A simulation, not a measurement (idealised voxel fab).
You're looking at the process module voxel capacitor over wiring.
Cross-section cut: width 230 nm, square cells of 5 nm.
Cross-sections here: square-cell grids, written as top-down lists of bands, a band being one or more rows of cells. The band entry comprises the height of the band's top followed by the height of its bottom, expressed in nm, and subsequently the band's materials from left to right, each stated together with its width in nm. Where a single material is marked with the word "all across", that material fills the band from edge to edge. The word "air" represents empty space. All heights in this document are referenced to 0, defined as the level beneath which the wafer, as received, consists entirely of one material. The lowest band is not bounded below; it extends indefinitely downward and is written in the form "0 down". Width spec "30..40" -> top row of cells at first value, bottom row at second value, equal per-row change in between. Basically "no alteration" means that step didn't change any cell in the cross-section. "Unvented cavities" contains a list of empty spaces, each no smaller than 8 cells and without an open way to the top, written in the form width x height at distance with the distance from the left edge and all three in nm. Heads up: the bit after the settings on a step's line is the simulator's remark on that step. Among the settings permitted on a step's line is "overlay nm"; applied to a step with a mask, it specifies the extent to which the mask lay to the right of its planned position, whereas a negative figure signifies a position to the left.

The process steps that were planned are listed below
1: RECEIVE [material Si]
2: CONFORMAL_DEP [material SiO2] [thk nm 15]
3: CONFORMAL_DEP [material SiN] [thk nm 5]
4: DIRECTIONAL_DEP [material SiO2] [thk nm 15]
5: MASKED_ETCH [tone open] [mask id METAL_1] [width nm 20] [pitch nm 90] [etch materials SiO2] [depth nm 15] [overlay nm 0]
6: MASKED_ETCH [tone open] [mask id METAL_1] [width nm 20] [pitch nm 90] [etch materials SiN] [depth nm 5] [overlay nm 0]
7: CONFORMAL_DEP [material TiN] [thk nm 5]
8: FILL_DEP [material Cu] [thk nm 5]
9: CMP [height nm 35]
10: CONFORMAL_DEP [material SiCN] [thk nm 5]
11: DIRECTIONAL_DEP [material SiO2] [thk nm 15]
12: MASKED_ETCH [tone open] [mask id PLUG_1] [width nm 15] [etch materials SiO2] [depth nm 15] [overlay nm 0]
13: MASKED_ETCH [tone open] [mask id PLUG_1] [width nm 15] [etch materials SiCN] [depth nm 5] [overlay nm 0]
14: CONFORMAL_DEP [material TiN] [thk nm 5]
15: FILL_DEP [material Ru] [thk nm 5]
16: CMP [height nm 55]
17: DIRECTIONAL_DEP [material TiN] [thk nm 10]
18: DIRECTIONAL_DEP [material HfO2] [thk nm 5]
19: DIRECTIONAL_DEP [material TiN] [thk nm 10]
20: MASKED_ETCH [tone cover] [mask id UPPER_PLATE] [width nm 75] [etch materials TiN] [depth nm 10] [overlay nm 0]
21: MASKED_ETCH [tone cover] [mask id UPPER_PLATE] [width nm 75] [etch materials HfO2] [depth nm 5] [overlay nm 0]
22: MASKED_ETCH [tone cover] [mask id LOWER_PLATE] [width nm 85] [etch materials TiN] [depth nm 10] [overlay nm 0]
23: FILL_DEP [material SiO2] [thk nm 20]
24: CMP [height nm 95]
25: PATTERN [tone open] [mask id PLUG_2] [material resist] [width nm 15] [thk nm 15] [overlay nm 0]
26: DIRECTIONAL_ETCH [etch materials SiO2] [depth nm 15]
27: STRIP [etch materials resist]
28: CONFORMAL_DEP [material TiN] [thk nm 5]
29: FILL_DEP [material W] [thk nm 5]
30: CMP [height nm 95]
31: CONFORMAL_DEP [material SiN] [thk nm 5]

Wafer, first of two, run as planned

As received (post step 1): cross-section
    0 down = Si all across
    Unvented cavities: none

Cross-section: wafer state after step 2
    15 to 0 = SiO2 all across
    Under 0: no change, same as before.

Cross-section: wafer state after step 3
    20 to 15 = SiN all across
    Under 15: no change, same as before.

Cross-section: wafer state after step 4
    35 to 20 = SiO2 all across
    Under 20: no change, same as before.

Cross-section: wafer state after step 5
    35 to 20 = 60 SiO2  20 air  70 SiO2  20 air  60 SiO2
    Under 20: no change, same as before.

Cross-section: wafer state after step 6
    35 to 20 = 60 SiO2  20 air  70 SiO2  20 air  60 SiO2
    20 to 15 = 60 SiN  20 air  70 SiN  20 air  60 SiN
    Under 15: no change, same as before.

Cross-section: wafer state after step 7
    40 to 35 = 65 TiN  10 air  80 TiN  10 air  65 TiN
    35 to 20 = 60 SiO2  5 TiN  10 air  5 TiN  70 SiO2  5 TiN  10 air  5 TiN  60 SiO2
    20 to 15 = 60 SiN  20 TiN  70 SiN  20 TiN  60 SiN
    Under 15: no change, same as before.

Cross-section: wafer state after step 8
    45 to 40 = Cu all across
    40 to 35 = 65 TiN  10 Cu  80 TiN  10 Cu  65 TiN
    35 to 20 = 60 SiO2  5 TiN  10 Cu  5 TiN  70 SiO2  5 TiN  10 Cu  5 TiN  60 SiO2
    Under 20: no change, same as before.

Cross-section: wafer state after step 9
    35 to 20 = 60 SiO2  5 TiN  10 Cu  5 TiN  70 SiO2  5 TiN  10 Cu  5 TiN  60 SiO2
    Under 20: no change, same as before.

Cross-section: wafer state after step 10
    40 to 35 = SiCN all across
    Under 35: no change, same as before.

Cross-section: wafer state after step 11
    55 to 40 = SiO2 all across
    Under 40: no change, same as before.

Cross-section: wafer state after step 12
    55 to 40 = 65 SiO2  15 air  150 SiO2
    Under 40: no change, same as before.

Cross-section: wafer state after step 13
    55 to 40 = 65 SiO2  15 air  150 SiO2
    40 to 35 = 65 SiCN  15 air  150 SiCN
    Under 35: no change, same as before.

Cross-section: wafer state after step 14
    60 to 55 = 70 TiN  5 air  155 TiN
    55 to 40 = 65 SiO2  5 TiN  5 air  5 TiN  150 SiO2
    40 to 35 = 65 SiCN  15 TiN  150 SiCN
    Under 35: no change, same as before.

Cross-section: wafer state after step 15
    65 to 60 = Ru all across
    60 to 55 = 70 TiN  5 Ru  155 TiN
    55 to 40 = 65 SiO2  5 TiN  5 Ru  5 TiN  150 SiO2
    Under 40: no change, same as before.

Cross-section: wafer state after step 16
    55 to 40 = 65 SiO2  5 TiN  5 Ru  5 TiN  150 SiO2
    Under 40: no change, same as before.

Cross-section: wafer state after step 17
    65 to 55 = TiN all across
    Under 55: no change, same as before.

Cross-section: wafer state after step 18
    70 to 65 = HfO2 all across
    Under 65: no change, same as before.

Cross-section: wafer state after step 19
    80 to 70 = TiN all across
    Under 70: no change, same as before.

Cross-section: wafer state after step 20
    80 to 70 = 65 air  75 TiN  90 air
    Under 70: no change, same as before.

Cross-section: wafer state after step 21
    80 to 70 = 65 air  75 TiN  90 air
    70 to 65 = 65 air  75 HfO2  90 air
    Under 65: no change, same as before.

Cross-section: wafer state after step 22
    80 to 70 = 65 air  75 TiN  90 air
    70 to 65 = 65 air  75 HfO2  90 air
    65 to 55 = 60 air  85 TiN  85 air
    Under 55: no change, same as before.

Cross-section: wafer state after step 23
    100 to 80 = SiO2 all across
    80 to 70 = 65 SiO2  75 TiN  90 SiO2
    70 to 65 = 65 SiO2  75 HfO2  90 SiO2
    65 to 55 = 60 SiO2  85 TiN  85 SiO2
    Under 55: no change, same as before.

Cross-section: wafer state after step 24
    95 to 80 = SiO2 all across
    Under 80: no change, same as before.

Cross-section: wafer state after step 25
    110 to 95 = 75 resist  15 air  140 resist
    Under 95: no change, same as before.

Cross-section: wafer state after step 26
    110 to 95 = 75 resist  15 air  140 resist
    95 to 80 = 75 SiO2  15 air  140 SiO2
    Under 80: no change, same as before.

Cross-section: wafer state after step 27
    95 to 80 = 75 SiO2  15 air  140 SiO2
    Under 80: no change, same as before.

Cross-section: wafer state after step 28
    100 to 95 = 80 TiN  5 air  145 TiN
    95 to 85 = 75 SiO2  5 TiN  5 air  5 TiN  140 SiO2
    85 to 80 = 75 SiO2  15 TiN  140 SiO2
    Under 80: no change, same as before.

Cross-section: wafer state after step 29
    105 to 100 = W all across
    100 to 95 = 80 TiN  5 W  145 TiN
    95 to 85 = 75 SiO2  5 TiN  5 W  5 TiN  140 SiO2
    Under 85: no change, same as before.

Cross-section: wafer state after step 30
    95 to 85 = 75 SiO2  5 TiN  5 W  5 TiN  140 SiO2
    Under 85: no change, same as before.

Cross-section: wafer state after step 31
    100 to 95 = SiN all across
    Under 95: no change, same as before.

Wafer two: like wafer one in start and plan, but with one mistake in execution; identical up to and including step 9

The second wafer cut through, at the time step 10 was supposed to be finished
    50 to 35 = SiO2 all across
    Under 35: no change, same as before.

The second wafer cut through, at the time step 11 was supposed to be finished
    55 to 50 = SiCN all across
    Under 50: no change, same as before.

The second wafer cut through, at the time step 12 was supposed to be finished: no alteration

The second wafer cut through, at the time step 13 was supposed to be finished
    55 to 50 = 65 SiCN  15 air  150 SiCN
    Under 50: no change, same as before.

The second wafer cut through, at the time step 14 was supposed to be finished
    60 to 55 = 70 TiN  5 air  155 TiN
    55 to 50 = 65 SiCN  15 TiN  150 SiCN
    Under 50: no change, same as before.

The second wafer cut through, at the time step 15 was supposed to be finished
    65 to 60 = Ru all across
    60 to 55 = 70 TiN  5 Ru  155 TiN
    Under 55: no change, same as before.

The second wafer cut through, at the time step 16 was supposed to be finished
    55 to 50 = 65 SiCN  15 TiN  150 SiCN
    Under 50: no change, same as before.

The second wafer cut through, at the time step 17 was supposed to be finished
    65 to 55 = TiN all across
    Under 55: no change, same as before.

The second wafer cut through, at the time step 18 was supposed to be finished
    70 to 65 = HfO2 all across
    Under 65: no change, same as before.

The second wafer cut through, at the time step 19 was supposed to be finished
    80 to 70 = TiN all across
    Under 70: no change, same as before.

The second wafer cut through, at the time step 20 was supposed to be finished
    80 to 70 = 65 air  75 TiN  90 air
    Under 70: no change, same as before.

The second wafer cut through, at the time step 21 was supposed to be finished
    80 to 70 = 65 air  75 TiN  90 air
    70 to 65 = 65 air  75 HfO2  90 air
    Under 65: no change, same as before.

The second wafer cut through, at the time step 22 was supposed to be finished
    80 to 70 = 65 air  75 TiN  90 air
    70 to 65 = 65 air  75 HfO2  90 air
    65 to 55 = 60 air  85 TiN  85 air
    Under 55: no change, same as before.

The second wafer cut through, at the time step 23 was supposed to be finished
    100 to 80 = SiO2 all across
    80 to 70 = 65 SiO2  75 TiN  90 SiO2
    70 to 65 = 65 SiO2  75 HfO2  90 SiO2
    65 to 55 = 60 SiO2  85 TiN  85 SiO2
    Under 55: no change, same as before.

The second wafer cut through, at the time step 24 was supposed to be finished
    95 to 80 = SiO2 all across
    Under 80: no change, same as before.

The second wafer cut through, at the time step 25 was supposed to be finished
    110 to 95 = 75 resist  15 air  140 resist
    Under 95: no change, same as before.

The second wafer cut through, at the time step 26 was supposed to be finished
    110 to 95 = 75 resist  15 air  140 resist
    95 to 80 = 75 SiO2  15 air  140 SiO2
    Under 80: no change, same as before.

The second wafer cut through, at the time step 27 was supposed to be finished
    95 to 80 = 75 SiO2  15 air  140 SiO2
    Under 80: no change, same as before.

The second wafer cut through, at the time step 28 was supposed to be finished
    100 to 95 = 80 TiN  5 air  145 TiN
    95 to 85 = 75 SiO2  5 TiN  5 air  5 TiN  140 SiO2
    85 to 80 = 75 SiO2  15 TiN  140 SiO2
    Under 80: no change, same as before.

The second wafer cut through, at the time step 29 was supposed to be finished
    105 to 100 = W all across
    100 to 95 = 80 TiN  5 W  145 TiN
    95 to 85 = 75 SiO2  5 TiN  5 W  5 TiN  140 SiO2
    Under 85: no change, same as before.

The second wafer cut through, at the time step 30 was supposed to be finished
    95 to 85 = 75 SiO2  5 TiN  5 W  5 TiN  140 SiO2
    Under 85: no change, same as before.

The second wafer cut through, at the time step 31 was supposed to be finished
    100 to 95 = SiN all across
    Under 95: no change, same as before.
Deviation noted in wafer processing: deviation from plan: step 11 and step 10 executed in one another's positions
at the end the second wafer has, in cells: -3 Ru | +9 SiO2 | -6 TiN
